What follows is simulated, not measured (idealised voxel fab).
process module | voxel wiring stack
cross-section cut | 270 nm wide | cells 5 nm
A cross-section is a grid of square cells, given in bands from the top down. A band is one or more rows of cells.
Each band's line starts with the height of the band's top and of its bottom, in nm. Then come its materials from left to right, each with its width in nm. One material with "throughout" fills the band from edge to edge. "air" is empty space.
Height 0 is the level under which the wafer as received is all one material. The lowest band goes on downwards, as in "0 down".
A width such as "30 to 40" changes by the same amount from each row of cells to the next, from the band's top row to its bottom row.
"no change" after a step means that no cell of the cross-section changed.
closed voids: empty space of 8 cells or more with no open way to the top, each as width x height at its distance from the left edge, in nm
after a step's settings: what the simulator itself notes on the step
overlay nm, on a step with a mask: how far to the right of its planned place the mask lay; to the left if negative
plan
1 op RECEIVE | material Si
2 op CONFORMAL_DEP | material SiO2 | thk nm 10
3 op CONFORMAL_DEP | material SiCN | thk nm 5
4 op DIRECTIONAL_DEP | material SiO2 | thk nm 20
5 op MASKED_ETCH | tone open | mask id METAL_1 | width nm 20 | pitch nm 45 | etch materials SiO2 | depth nm 20 | overlay nm 0
6 op MASKED_ETCH | tone open | mask id METAL_1 | width nm 20 | pitch nm 45 | etch materials SiCN | depth nm 5 | overlay nm 0
7 op CONFORMAL_DEP | material TiN | thk nm 5
8 op FILL_DEP | material Cu | thk nm 10
9 op CMP | height nm 35
10 op CONFORMAL_DEP | material SiCN | thk nm 5
11 op DIRECTIONAL_DEP | material SiO2 | thk nm 30
12 op PATTERN | tone open | mask id METAL_2_HOLES | material resist | width nm 15 | pitch nm 90 | thk nm 15 | overlay nm 0
13 op DIRECTIONAL_ETCH | etch materials SiO2 | depth nm 30
14 op STRIP | etch materials resist
15 op DIRECTIONAL_DEP | material aC | thk nm 10
16 op PATTERN | tone open | mask id METAL_2 | material resist | width nm 20 | pitch nm 45 | thk nm 25 | overlay nm 0
17 op DIRECTIONAL_ETCH | etch materials aC | depth nm 10
18 op STRIP | etch materials resist
19 op DIRECTIONAL_ETCH | etch materials SiO2 | depth nm 20
20 op DIRECTIONAL_ETCH | etch materials SiCN | depth nm 5
21 op STRIP | etch materials aC
22 op CONFORMAL_DEP | material TiN | thk nm 5
23 op FILL_DEP | material Cu | thk nm 5
24 op CMP | height nm 70
25 op CONFORMAL_DEP | material SiCN | thk nm 5
26 op DIRECTIONAL_DEP | material SiO2 | thk nm 35
27 op PATTERN | tone open | mask id METAL_3_HOLES | material resist | width nm 15 | pitch nm 45 | thk nm 15 | overlay nm 0
28 op DIRECTIONAL_ETCH | etch materials SiO2 | depth nm 35
29 op STRIP | etch materials resist
30 op PATTERN | tone open | mask id METAL_3 | material resist | width nm 20 | pitch nm 45 | thk nm 15 | overlay nm 0
31 op DIRECTIONAL_ETCH | etch materials SiO2 | depth nm 20
32 op DIRECTIONAL_ETCH | etch materials SiCN | depth nm 5
33 op STRIP | etch materials resist
34 op CONFORMAL_DEP | material TiN | thk nm 5
35 op FILL_DEP | material Cu | thk nm 5
36 op CMP | height nm 110
37 op CONFORMAL_DEP | material SiCN | thk nm 5
38 op DIRECTIONAL_DEP | material SiO2 | thk nm 20
39 op DIRECTIONAL_DEP | material aC | thk nm 15
40 op PATTERN | tone open | mask id PLUG_3 | material resist | width nm 15 | pitch nm 90 | thk nm 35 | overlay nm 0
41 op DIRECTIONAL_ETCH | etch materials aC | depth nm 15
42 op STRIP | etch materials resist
43 op DIRECTIONAL_ETCH | etch materials SiO2 | depth nm 20
44 op DIRECTIONAL_ETCH | etch materials SiCN | depth nm 5
45 op STRIP | etch materials aC
46 op CONFORMAL_DEP | material TiN | thk nm 5
47 op FILL_DEP | material Cu | thk nm 5
48 op CMP | height nm 135
49 op DIRECTIONAL_DEP | material TiN | thk nm 5
50 op DIRECTIONAL_DEP | material Ru | thk nm 25
51 op PATTERN | tone cover | mask id METAL_4 | material resist | width nm 20 | pitch nm 45 | thk nm 20 | overlay nm 0
52 op DIRECTIONAL_ETCH | etch materials Ru | depth nm 25
53 op DIRECTIONAL_ETCH | etch materials TiN | depth nm 5
54 op STRIP | etch materials resist
55 op FILL_DEP | material SiO2 | thk nm 5
56 op CMP | height nm 165
57 op CONFORMAL_DEP | material SiCN | thk nm 5
as received, after step 1
  0 down: Si throughout
  closed voids: none
first wafer at the end, as planned
  170 to 165: SiCN throughout
  165 to 140: SiO2 55 | Ru 20 | SiO2 25 | Ru 20 | SiO2 25 | Ru 20 | SiO2 25 | Ru 20 | SiO2 60
  140 to 135: SiO2 55 | TiN 20 | SiO2 25 | TiN 20 | SiO2 25 | TiN 20 | SiO2 25 | TiN 20 | SiO2 60
  135 to 115: SiO2 55 | TiN 5 | Cu 5 | TiN 5 | SiO2 75 | TiN 5 | Cu 5 | TiN 5 | SiO2 110
  115 to 110: SiCN 55 | TiN 15 | SiCN 75 | TiN 15 | SiCN 110
  110 to 95: SiO2 55 | TiN 5 | Cu 10 | TiN 5 | SiO2 25 | TiN 5 | Cu 10 | TiN 5 | SiO2 25 | TiN 5 | Cu 10 | TiN 5 | SiO2 25 | TiN 5 | Cu 10 | TiN 5 | SiO2 60
  95 to 90: SiO2 55 | TiN 5 | Cu 5 | TiN 10 | SiO2 25 | TiN 5 | Cu 5 | TiN 10 | SiO2 25 | TiN 5 | Cu 5 | TiN 10 | SiO2 25 | TiN 5 | Cu 5 | TiN 10 | SiO2 60
  90 to 75: SiO2 55 | TiN 5 | Cu 5 | TiN 5 | SiO2 30 | TiN 5 | Cu 5 | TiN 5 | SiO2 30 | TiN 5 | Cu 5 | TiN 5 | SiO2 30 | TiN 5 | Cu 5 | TiN 5 | SiO2 65
  75 to 70: SiCN 55 | TiN 15 | SiCN 30 | TiN 15 | SiCN 30 | TiN 15 | SiCN 30 | TiN 15 | SiCN 65
  70 to 55: SiO2 55 | TiN 5 | Cu 10 | TiN 5 | SiO2 25 | TiN 5 | Cu 10 | TiN 5 | SiO2 25 | TiN 5 | Cu 10 | TiN 5 | SiO2 25 | TiN 5 | Cu 10 | TiN 5 | SiO2 60
  55 to 50: SiO2 55 | TiN 5 | Cu 5 | TiN 10 | SiO2 25 | TiN 20 | SiO2 25 | TiN 5 | Cu 5 | TiN 10 | SiO2 25 | TiN 20 | SiO2 60
  50 to 40: SiO2 55 | TiN 5 | Cu 5 | TiN 5 | SiO2 75 | TiN 5 | Cu 5 | TiN 5 | SiO2 110
  40 to 35: SiCN 55 | TiN 15 | SiCN 75 | TiN 15 | SiCN 110
  35 to 15: SiO2 55 | TiN 5 | Cu 10 | TiN 5 | SiO2 25 | TiN 5 | Cu 10 | TiN 5 | SiO2 25 | TiN 5 | Cu 10 | TiN 5 | SiO2 25 | TiN 5 | Cu 10 | TiN 5 | SiO2 60
  15 to 10: SiCN 55 | TiN 20 | SiCN 25 | TiN 20 | SiCN 25 | TiN 20 | SiCN 25 | TiN 20 | SiCN 60
  10 to 0: SiO2 throughout
  0 down: Si throughout
  closed voids: none
second wafer at the end: like start, like plan, one mistake
  170 to 165: SiCN throughout
  165 to 140: SiO2 55 | Ru 20 | SiO2 25 | Ru 20 | SiO2 25 | Ru 20 | SiO2 25 | Ru 20 | SiO2 60
  140 to 135: SiO2 55 | TiN 20 | SiO2 25 | TiN 20 | SiO2 25 | TiN 20 | SiO2 25 | TiN 20 | SiO2 60
  135 to 115: SiO2 55 | TiN 5 | Cu 5 | TiN 5 | SiO2 75 | TiN 5 | Cu 5 | TiN 5 | SiO2 110
  115 to 110: SiCN 55 | TiN 15 | SiCN 75 | TiN 15 | SiCN 110
  110 to 95: SiO2 55 | TiN 5 | Cu 10 | TiN 5 | SiO2 25 | TiN 5 | Cu 10 | TiN 5 | SiO2 25 | TiN 5 | Cu 10 | TiN 5 | SiO2 25 | TiN 5 | Cu 10 | TiN 5 | SiO2 60
  95 to 90: SiO2 55 | TiN 5 | Cu 5 | TiN 10 | SiO2 25 | TiN 5 | Cu 5 | TiN 10 | SiO2 25 | TiN 5 | Cu 5 | TiN 10 | SiO2 25 | TiN 5 | Cu 5 | TiN 10 | SiO2 60
  90 to 75: SiO2 55 | TiN 5 | Cu 5 | TiN 5 | SiO2 30 | TiN 5 | Cu 5 | TiN 5 | SiO2 30 | TiN 5 | Cu 5 | TiN 5 | SiO2 30 | TiN 5 | Cu 5 | TiN 5 | SiO2 65
  75 to 70: SiCN 55 | TiN 15 | SiCN 30 | TiN 15 | SiCN 30 | TiN 15 | SiCN 30 | TiN 15 | SiCN 65
  70 to 55: SiO2 55 | TiN 5 | Cu 10 | TiN 5 | SiO2 25 | TiN 5 | Cu 10 | TiN 5 | SiO2 25 | TiN 5 | Cu 10 | TiN 5 | SiO2 25 | TiN 5 | Cu 10 | TiN 5 | SiO2 60
  55 to 50: SiO2 55 | TiN 5 | Cu 5 | TiN 10 | SiO2 25 | TiN 20 | SiO2 25 | TiN 5 | Cu 5 | TiN 10 | SiO2 25 | TiN 20 | SiO2 60
  50 to 40: SiO2 55 | TiN 5 | Cu 5 | TiN 5 | SiO2 75 | TiN 5 | Cu 5 | TiN 5 | SiO2 110
  40 to 35: SiCN 55 | TiN 15 | SiCN 75 | TiN 15 | SiCN 110
  35 to 30: TiN 60 | Cu 10 | TiN 35 | Cu 10 | TiN 35 | Cu 10 | TiN 35 | Cu 10 | TiN 65
  30 to 15: SiO2 55 | TiN 5 | Cu 10 | TiN 5 | SiO2 25 | TiN 5 | Cu 10 | TiN 5 | SiO2 25 | TiN 5 | Cu 10 | TiN 5 | SiO2 25 | TiN 5 | Cu 10 | TiN 5 | SiO2 60
  15 to 10: SiO2 55 | TiN 20 | SiO2 25 | TiN 20 | SiO2 25 | TiN 20 | SiO2 25 | TiN 20 | SiO2 60
  10 to 0: SiO2 throughout
  0 down: Si throughout
  closed voids: none
what went wrong: step 3 was left out
at the end the second wafer has, in cells: 38 fewer of SiCN | 38 more of TiN
